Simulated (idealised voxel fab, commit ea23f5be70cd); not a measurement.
process module | voxel self aligned vias
cross-section cut | 170 nm wide | cells 5 nm
A cross-section is a grid of square cells, given in bands from the top down. A band is one or more rows of cells.
Each band's line starts with the height of the band's top and of its bottom, in nm. Then come its materials from left to right, each with its width in nm. One material with "throughout" fills the band from edge to edge. "air" is empty space.
Height 0 is the level under which the wafer as received is all one material. The lowest band goes on downwards, as in "0 down".
A width such as "30 to 40" changes by the same amount from each row of cells to the next, from the band's top row to its bottom row.
"no change" after a step means that no cell of the cross-section changed.
closed voids: empty space of 8 cells or more with no open way to the top, each as width x height at its distance from the left edge, in nm
after a step's settings: what the simulator itself notes on the step
overlay nm, on a step with a mask: how far to the right of its planned place the mask lay; to the left if negative
plan
1 op RECEIVE | material Si
2 op CONFORMAL_DEP | material SiO2 | thk nm 15
3 op CONFORMAL_DEP | material SiCN | thk nm 5
4 op DIRECTIONAL_DEP | material lowk | thk nm 20
5 op PATTERN | tone open | mask id LINES | material resist | width nm 20 | pitch nm 55 | thk nm 20 | overlay nm -5
6 op DIRECTIONAL_ETCH | etch materials lowk | depth nm 20
7 op STRIP | etch materials resist
8 op CONFORMAL_DEP | material TiN | thk nm 5
9 op FILL_DEP | material Ru | thk nm 5
10 op CMP | height nm 40
11 op SELECTIVE_ETCH | etch materials W Ru TiN | depth nm 10
12 op FILL_DEP | material SiN | thk nm 10
13 op CMP | height nm 40
14 op DIRECTIONAL_DEP | material lowk | thk nm 20
15 op MASKED_ETCH | tone open | mask id VIAS | width nm 30 | pitch nm 110 | etch materials lowk | depth nm 20 | overlay nm 0
16 op MASKED_ETCH | tone open | mask id VIAS | width nm 30 | pitch nm 110 | etch materials SiN | depth nm 10 | overlay nm 0
17 op CONFORMAL_DEP | material TiN | thk nm 5
18 op FILL_DEP | material Ru | thk nm 10
19 op CMP | height nm 60
20 op CONFORMAL_DEP | material SiN | thk nm 5
varied across the wafers: overlay nm of step 5. The plan shows the first wafer's value. All wafers start alike
first wafer as received, after step 1
  0 down: Si throughout
  closed voids: none
first wafer at the end, after step 20
  65 to 60: SiN throughout
  60 to 45: lowk 15 | TiN 5 | Ru 20 | TiN 5 | lowk 80 | TiN 5 | Ru 20 | TiN 5 | lowk 15
  45 to 40: lowk 15 | TiN 5 | Ru 10 | TiN 15 | lowk 80 | TiN 5 | Ru 10 | TiN 15 | lowk 15
  40 to 35: lowk 15 | TiN 5 | Ru 10 | TiN 5 | lowk 35 | SiN 20 | lowk 35 | TiN 5 | Ru 10 | TiN 5 | lowk 25
  35 to 30: lowk 15 | TiN 20 | lowk 35 | SiN 20 | lowk 35 | TiN 20 | lowk 25
  30 to 25: lowk 15 | TiN 5 | Ru 10 | TiN 5 | lowk 35 | TiN 5 | Ru 10 | TiN 5 | lowk 35 | TiN 5 | Ru 10 | TiN 5 | lowk 25
  25 to 20: lowk 15 | TiN 20 | lowk 35 | TiN 20 | lowk 35 | TiN 20 | lowk 25
  20 to 15: SiCN throughout
  15 to 0: SiO2 throughout
  0 down: Si throughout
  closed voids: none
last wafer at the end
  65 to 60: SiN throughout
  60 to 45: lowk 15 | TiN 5 | Ru 20 | TiN 5 | lowk 80 | TiN 5 | Ru 20 | TiN 5 | lowk 15
  45 to 40: lowk 15 | TiN 15 | Ru 10 | TiN 5 | lowk 80 | TiN 15 | Ru 10 | TiN 5 | lowk 15
  40 to 35: lowk 25 | TiN 5 | Ru 10 | TiN 5 | lowk 35 | SiN 20 | lowk 35 | TiN 5 | Ru 10 | TiN 5 | lowk 15
  35 to 30: lowk 25 | TiN 20 | lowk 35 | SiN 20 | lowk 35 | TiN 20 | lowk 15
  30 to 25: lowk 25 | TiN 5 | Ru 10 | TiN 5 | lowk 35 | TiN 5 | Ru 10 | TiN 5 | lowk 35 | TiN 5 | Ru 10 | TiN 5 | lowk 15
  25 to 20: lowk 25 | TiN 20 | lowk 35 | TiN 20 | lowk 35 | TiN 20 | lowk 15
  20 to 15: SiCN throughout
  15 to 0: SiO2 throughout
  0 down: Si throughout
  closed voids: none
each wafer at the end: cells of each material gained (+) or lost (-) since it was received, then its closed voids
overlay nm -5 | +38 Ru | +34 SiCN | +42 SiN | +102 SiO2 | +50 TiN | +176 lowk | closed voids: none
overlay nm 0 | +38 Ru | +34 SiCN | +42 SiN | +102 SiO2 | +50 TiN | +176 lowk | closed voids: none
overlay nm 5 | +38 Ru | +34 SiCN | +42 SiN | +102 SiO2 | +50 TiN | +176 lowk | closed voids: none
